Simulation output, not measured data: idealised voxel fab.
This is a process module. Its name is voxel local oxidation.
The cross-section shown here is cut; it is 210 nm wide and divided into square cells measuring 5 nm on a side.
Format of a cross-section: grid, square cells. Given as bands. Order: top down. Band: one or more rows of cells. What a band's entry tells you: where the top is and where the bottom is, as heights in nm, and after that what lies inside, material by material from left to right, each with its width in nm. Empty space is written as the word "empty", and a single material marked with the word "full width" occupies the band from edge to edge. For the purposes of this specification, 0 denotes the height below which the wafer in its as-received condition is composed wholly of one material, and the lowermost band, lacking a lower limit, extends downward without end, as expressed in "0 -> down". A width such as "30..40" changes by the same amount from each row of cells to the next, from the band's top row to its bottom row. The designation "identical to before", where it is given for a processing step, indicates that no cell of the cross-section was altered in the course of that step. Voids not open to the top, 8 cells minimum: see "Unvented voids". Written width x height at distance; distance is from the left edge; nm. If you see something after the settings on a step's line, that's the simulator's own remark about that step. "overlay nm" denotes, for a step that has a mask, the displacement of the mask to the right of its planned place, with negative values corresponding to the left.

Process steps foreseen in the plan
1: RECEIVE | material Si
2: OXIDIZE | depth nm 5
3: CONFORMAL_DEP | material SiN | thk nm 10
4: MASKED_ETCH | tone cover | mask id ACTIVE | width nm 130 | etch materials SiN | depth nm 10 | overlay nm 0
5: SELECTIVE_ETCH | etch materials SiO2 | depth nm 5
6: OXIDIZE | depth nm 10
7: STRIP | etch materials SiN

Here's what the wafer looked like in cross-section when it arrived - that's after step 1
	0 -> down: Si full width
	Unvented voids: none

Post-module cross-section of the first of two wafers (run per plan)
	0 -> -5: empty=45, SiO2=120, empty=45
	-5 -> -15: SiO2=55, Si=100, SiO2=55
	-15 -> down: Si full width
	Unvented voids: none

Second wafer through the module, sectioned at the end: same beginning and same plan as the first wafer, with one mistake in carrying it out
	-5 -> -15: empty=55, Si=100, empty=55
	-15 -> down: Si full width
	Unvented voids: none
What was done differently from what was planned? for step 7, the planned setting was not used; the step was instead run as STRIP | etch materials SiO2
Final tally in cells, some materials are higher or lower on the second wafer than on the first: SiO2 -68
